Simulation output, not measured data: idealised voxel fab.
Proc. module: voxel self aligned vias
The width of the displayed cross-section, cut, is 245 nm; its cells are square, with a size of 5 nm.
Throughout this document, each cross-section is represented as a grid of square cells and is presented as a sequence of bands enumerated from the top downward, where a band comprises one or more rows of cells.
Read a band's entry like this: the first values are the height of its top and the height of its bottom in nm, and what follows is the sequence of materials from left to right, each with its width in nm. Note that "blank" is empty space, and that a single material marked "edge to edge" reaches across the band from edge to edge.
Heights are measured from 0, the level below which the as-received wafer is all one material; the lowest band has no bottom and continues downward, written as in "from 0 down".
The notation "30 to 40" denotes a width that varies across the rows of cells in the band, beginning at the first number in the top row, finishing at the second number in the bottom row, and changing by an identical amount from each row to the next.
When a step is marked "everything unchanged", none of the cells in the cross-section changed during that step.
The entry titled "Fully enclosed voids" provides the empty spaces that have no open way to the top, restricted to those of 8 cells or more. Each is presented as width x height at distance, the distance being measured from the left edge, with all three in nm.
Read whatever lies past the settings on a step's line as the simulator's own remark about the step.
overlay nm: where the mask lay relative to plan, measured to the right, on steps with a mask; negatives go left.
Set out below are the planned steps of the process:
step 1: RECEIVE [material Si]
step 2: CONFORMAL_DEP [material SiO2] [thk nm 10]
step 3: CONFORMAL_DEP [material SiCN] [thk nm 5]
step 4: DIRECTIONAL_DEP [material lowk] [thk nm 25]
step 5: DIRECTIONAL_DEP [material aC] [thk nm 15]
step 6: PATTERN [tone open] [mask id LINES] [material resist] [width nm 25] [pitch nm 60] [thk nm 35] [overlay nm 0]
step 7: DIRECTIONAL_ETCH [etch materials aC] [depth nm 15]
step 8: STRIP [etch materials resist]
step 9: DIRECTIONAL_ETCH [etch materials lowk] [depth nm 25]
step 10: STRIP [etch materials aC]
step 11: CONFORMAL_DEP [material TiN] [thk nm 5]
step 12: FILL_DEP [material W] [thk nm 5]
step 13: CMP [height nm 40]
step 14: SELECTIVE_ETCH [etch materials W Ru TiN] [depth nm 5]
step 15: FILL_DEP [material SiN] [thk nm 10]
step 16: CMP [height nm 40]
step 17: DIRECTIONAL_DEP [material lowk] [thk nm 20]
step 18: DIRECTIONAL_DEP [material aC] [thk nm 10]
step 19: PATTERN [tone open] [mask id VIAS] [material resist] [width nm 35] [pitch nm 60] [thk nm 25] [overlay nm 0]
step 20: DIRECTIONAL_ETCH [etch materials aC] [depth nm 10]
step 21: STRIP [etch materials resist]
step 22: DIRECTIONAL_ETCH [etch materials lowk] [depth nm 20]
step 23: DIRECTIONAL_ETCH [etch materials SiN] [depth nm 5]
step 24: STRIP [etch materials aC]
step 25: CONFORMAL_DEP [material TiN] [thk nm 5]
step 26: FILL_DEP [material Ru] [thk nm 10]
step 27: CMP [height nm 60]
step 28: CONFORMAL_DEP [material SiN] [thk nm 5]
Cross-section: wafer on arrival = after step 1:
from 0 down | Si edge to edge
Fully enclosed voids: none
End-of-module cross-section. Starting structure and process plan as above; one mistake made in running it:
from 65 to 60 | SiN edge to edge
from 60 to 45 | Ru 70 nm, TiN 5 nm, lowk 35 nm, TiN 5 nm, Ru 15 nm, TiN 5 nm, lowk 35 nm, TiN 5 nm, Ru 70 nm
from 45 to 40 | TiN 75 nm, lowk 35 nm, TiN 25 nm, lowk 35 nm, TiN 75 nm
from 40 to 35 | lowk 80 nm, SiN 25 nm, lowk 35 nm, SiN 25 nm, lowk 80 nm
from 35 to 20 | lowk 80 nm, TiN 5 nm, W 15 nm, TiN 5 nm, lowk 35 nm, TiN 5 nm, W 15 nm, TiN 5 nm, lowk 80 nm
from 20 to 15 | lowk 80 nm, TiN 25 nm, lowk 35 nm, TiN 25 nm, lowk 80 nm
from 15 to 10 | SiCN edge to edge
from 10 to 0 | SiO2 edge to edge
from 0 down | Si edge to edge
Fully enclosed voids: none
Plan not followed: the process deviated at step 19: the operation and settings actually run there were PATTERN [tone cover] [mask id VIAS] [material resist] [width nm 35] [pitch nm 60] [thk nm 25] [overlay nm 0]
